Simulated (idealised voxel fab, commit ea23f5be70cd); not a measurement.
Title: Process Module voxel transistor to metal
Pictured: cross-section cut, 215 nm wide, on a grid of 5 nm square cells.
Format of a cross-section: grid, square cells. Given as bands. Order: top down. Band: one or more rows of cells. What a band's entry tells you: where the top is and where the bottom is, as heights in nm, and after that what lies inside, material by material from left to right, each with its width in nm. Empty space is written as the word "air", and a single material marked with the word "full width" occupies the band from edge to edge. For the purposes of this specification, 0 denotes the height below which the wafer in its as-received condition is composed wholly of one material, and the lowermost band, lacking a lower limit, extends downward without end, as expressed in "0..down". Note: "30->40" means the width goes from the first number (top row of the band) to the second number (bottom row) in equal steps per row of cells. Step note "everything unchanged" = no cross-section cell changed. The entry titled "Closed void inventory" provides the empty spaces that have no open way to the top, restricted to those of 8 cells or more. Each is presented as width x height at distance, the distance being measured from the left edge, with all three in nm. Past the settings on a step's line: simulator remark, on that step. Among the settings permitted on a step's line is "overlay nm"; applied to a step with a mask, it specifies the extent to which the mask lay to the right of its planned position, whereas a negative figure signifies a position to the left.

### Steps planned for the process
1) RECEIVE, material Si
2) CONFORMAL_DEP, material SiO2, thk nm 5
3) CONFORMAL_DEP, material SiN, thk nm 15
4) PATTERN, tone cover, mask id ACTIVE, material resist, width nm 95, thk nm 20, overlay nm 0
5) DIRECTIONAL_ETCH, etch materials SiN, depth nm 15
6) DIRECTIONAL_ETCH, etch materials SiO2, depth nm 5
7) DIRECTIONAL_ETCH, etch materials Si, depth nm 30
8) STRIP, etch materials resist
9) FILL_DEP, material SiO2, thk nm 10
10) CMP, height nm 20
11) SELECTIVE_ETCH, etch materials SiO2, depth nm 10
12) STRIP, etch materials SiN
13) SELECTIVE_ETCH, etch materials SiO2, depth nm 5
14) OXIDIZE, depth nm 5
15) DIRECTIONAL_DEP, material polySi, thk nm 20
16) DIRECTIONAL_DEP, material SiCN, thk nm 10
17) DIRECTIONAL_DEP, material aC, thk nm 15
18) PATTERN, tone cover, mask id GATE, material resist, width nm 25, thk nm 35, overlay nm 0
19) DIRECTIONAL_ETCH, etch materials aC, depth nm 15
20) STRIP, etch materials resist
21) DIRECTIONAL_ETCH, etch materials SiCN, depth nm 20
22) DIRECTIONAL_ETCH, etch materials polySi, depth nm 30
23) STRIP, etch materials aC
24) CONFORMAL_DEP, material SiN, thk nm 5
25) DIRECTIONAL_ETCH, etch materials SiN, depth nm 5
26) DIRECTIONAL_ETCH, etch materials SiO2, depth nm 5
27) EPI, material nSi, thk nm 5
28) FILL_DEP, material SiO2, thk nm 10
29) CMP, height nm 30
30) DIRECTIONAL_DEP, material SiO2, thk nm 10
31) MASKED_ETCH, tone open, mask id CONTACT, width nm 15, pitch nm 70, etch materials SiO2, depth nm 40, overlay nm 0
32) CONFORMAL_DEP, material TiN, thk nm 5
33) FILL_DEP, material Ru, thk nm 5
34) CMP, height nm 40
35) DIRECTIONAL_DEP, material TiN, thk nm 5
36) DIRECTIONAL_DEP, material W, thk nm 20
37) MASKED_ETCH, tone cover, mask id METAL_1, width nm 15, pitch nm 70, etch materials W, depth nm 20, overlay nm 0
38) MASKED_ETCH, tone cover, mask id METAL_1, width nm 15, pitch nm 70, etch materials TiN, depth nm 5, overlay nm 0
39) FILL_DEP, material SiO2, thk nm 5
40) CMP, height nm 65
41) CONFORMAL_DEP, material SiN, thk nm 5

### Incoming wafer, cross-sectional view, post step 1
> 0..down  Si full width
> Closed void inventory: none

### Module complete, cross-section. Starting point and plan per above. One mistake made in running the module
> 70..65  SiN full width
> 65..45  SiO2 65, then W 15, then SiO2 55, then W 15, then SiO2 65
> 45..40  SiO2 65, then TiN 15, then SiO2 55, then TiN 15, then SiO2 65
> 40..30  SiO2 65, then TiN 5, then Ru 5, then TiN 5, then SiO2 55, then TiN 5, then Ru 5, then TiN 5, then SiO2 65
> 30..20  SiO2 65, then TiN 5, then Ru 5, then TiN 5, then SiO2 10, then SiN 5, then SiCN 25, then SiN 5, then SiO2 10, then TiN 5, then Ru 5, then TiN 5, then SiO2 65
> 20..5  SiO2 65, then TiN 5, then Ru 5, then TiN 5, then SiO2 10, then SiN 5, then polySi 25, then SiN 5, then SiO2 10, then TiN 5, then Ru 5, then TiN 5, then SiO2 65
> 5..0  SiO2 45, then SiN 5, then SiO2 15, then TiN 15, then SiO2 10, then SiN 5, then polySi 25, then SiN 5, then SiO2 10, then TiN 15, then SiO2 15, then SiN 5, then SiO2 45
> 0..-5  SiO2 45, then SiN 5, then SiO2 5, then SiN 5, then nSi 30, then SiO2 35, then nSi 30, then SiN 5, then SiO2 5, then SiN 5, then SiO2 45
> -5..-10  SiO2 45, then SiN 5, then SiO2 5, then SiN 5, then SiO2 5, then Si 85, then SiO2 5, then SiN 5, then SiO2 5, then SiN 5, then SiO2 45
> -10..-15  SiO2 65, then Si 85, then SiO2 65
> -15..-30  SiO2 60, then Si 95, then SiO2 60
> -30..down  Si full width
> Closed void inventory: none
Nonconformance to the process plan: contrary to the plan, steps 11 and 12 were processed in exchanged order
